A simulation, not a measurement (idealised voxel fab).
You're looking at the process module voxel wiring stack.
This is section cut - it's 260 nm across, gridded in 5 nm square cells.
A cross-section in this document is a grid of square cells, and it is written down as bands, the top band listed before the ones below it; a band is made up of one or more rows of cells. Heads up on the band format: heights come first, top then bottom, in nm. After that it's the materials left to right, each with its width in nm. A single material flagged "throughout" fills the whole band edge to edge, and "empty" means there's empty space there. Heights are measured from 0, the level below which the as-received wafer is all one material; the lowest band has no bottom and continues downward, written as in "top 0, no bottom". A two-number width, for instance "30..40", indicates that the width is equal to the first number in the top row of the band and to the second number in the bottom row, and that it changes by a constant amount per row of cells. A step reported as "changes: none" is a step in which no cell of the cross-section changed. Enclosed voids (no open way to top), threshold 8 cells or more, entry "Completely sealed voids", notation width x height at distance, distance from left edge, nm. On each step's line, the part that comes after the settings is the simulator's own comment on the step. overlay nm: right-of-plan distance of the mask on a masked step; negative values mean left-of-plan.
-- These are the steps we planned for the process
1: RECEIVE with material Si
2: CONFORMAL_DEP with material SiO2, thk nm 15
3: CONFORMAL_DEP with material SiN, thk nm 5
4: DIRECTIONAL_DEP with material lowk, thk nm 15
5: MASKED_ETCH with tone open, mask id METAL_1, width nm 25, pitch nm 50, etch materials lowk, depth nm 15, overlay nm 0
6: MASKED_ETCH with tone open, mask id METAL_1, width nm 25, pitch nm 50, etch materials SiN, depth nm 5, overlay nm 0
7: CONFORMAL_DEP with material TiN, thk nm 5
8: FILL_DEP with material W, thk nm 10
9: CMP with height nm 35
10: EPI with material Ru, thk nm 5
11: FILL_DEP with material SiCN, thk nm 5
12: DIRECTIONAL_DEP with material lowk, thk nm 35
13: PATTERN with tone open, mask id METAL_2_HOLES, material resist, width nm 15, thk nm 15, overlay nm 0
14: DIRECTIONAL_ETCH with etch materials lowk, depth nm 35
15: STRIP with etch materials resist
16: DIRECTIONAL_DEP with material aC, thk nm 15
17: PATTERN with tone open, mask id METAL_2, material resist, width nm 25, pitch nm 50, thk nm 35, overlay nm 0
18: DIRECTIONAL_ETCH with etch materials aC, depth nm 15
19: STRIP with etch materials resist
20: DIRECTIONAL_ETCH with etch materials lowk, depth nm 20
21: DIRECTIONAL_ETCH with etch materials SiCN, depth nm 5
22: STRIP with etch materials aC
23: CONFORMAL_DEP with material TiN, thk nm 5
24: FILL_DEP with material Cu, thk nm 5
25: CMP with height nm 80
26: CONFORMAL_DEP with material SiCN, thk nm 5
-- Wafer cross-section on receipt, i.e. after step 1
- top 0, no bottom = Si throughout
- Completely sealed voids: none
-- Wafer cross-section at module end: first of two, run to plan
- top 85, bottom 80 = SiCN throughout
- top 80, bottom 65 = 90 lowk / 5 TiN / 15 Cu / 5 TiN / 25 lowk / 5 TiN / 15 Cu / 5 TiN / 95 lowk
- top 65, bottom 60 = 90 lowk / 5 TiN / 5 Cu / 15 TiN / 25 lowk / 25 TiN / 95 lowk
- top 60, bottom 45 = 90 lowk / 5 TiN / 5 Cu / 5 TiN / 155 lowk
- top 45, bottom 40 = 90 SiCN / 15 TiN / 155 SiCN
- top 40, bottom 35 = 85 SiCN / 35 Ru / 15 SiCN / 35 Ru / 90 SiCN
- top 35, bottom 20 = 90 lowk / 5 TiN / 15 W / 5 TiN / 25 lowk / 5 TiN / 15 W / 5 TiN / 95 lowk
- top 20, bottom 15 = 90 SiN / 25 TiN / 25 SiN / 25 TiN / 95 SiN
- top 15, bottom 0 = SiO2 throughout
- top 0, no bottom = Si throughout
- Completely sealed voids: none
-- End of module, second wafer, cross-section. Started like the first, planned like the first, run with one mistake
- top 85, bottom 80 = SiCN throughout
- top 80, bottom 65 = 90 lowk / 5 TiN / 15 Cu / 5 TiN / 25 lowk / 5 TiN / 15 Cu / 5 TiN / 95 lowk
- top 65, bottom 60 = 90 lowk / 5 TiN / 5 Cu / 15 TiN / 25 lowk / 25 TiN / 95 lowk
- top 60, bottom 45 = 90 lowk / 5 TiN / 5 Cu / 5 TiN / 155 lowk
- top 45, bottom 40 = 90 SiCN / 15 TiN / 155 SiCN
- top 40, bottom 35 = 95 Ru / 15 SiCN / 35 Ru / 15 SiCN / 100 Ru
- top 35, bottom 25 = 85 W / 5 TiN / 25 lowk / 5 TiN / 15 W / 5 TiN / 25 lowk / 5 TiN / 90 W
- top 25, bottom 20 = 90 TiN / 25 lowk / 25 TiN / 25 lowk / 95 TiN
- top 20, bottom 15 = SiN throughout
- top 15, bottom 0 = SiO2 throughout
- top 0, no bottom = Si throughout
- Completely sealed voids: none
Nonconformance to the process plan: the process deviated at step 5: the operation and settings actually run there were MASKED_ETCH with tone cover, mask id METAL_1, width nm 25, pitch nm 50, etch materials lowk, depth nm 15, overlay nm 0
The closing comparison, in cells, has the second wafer with more or fewer of some materials than the first: 32 more of Ru, 32 fewer of SiCN, 10 more of SiN, 28 more of TiN, 58 more of W, 96 fewer of lowk
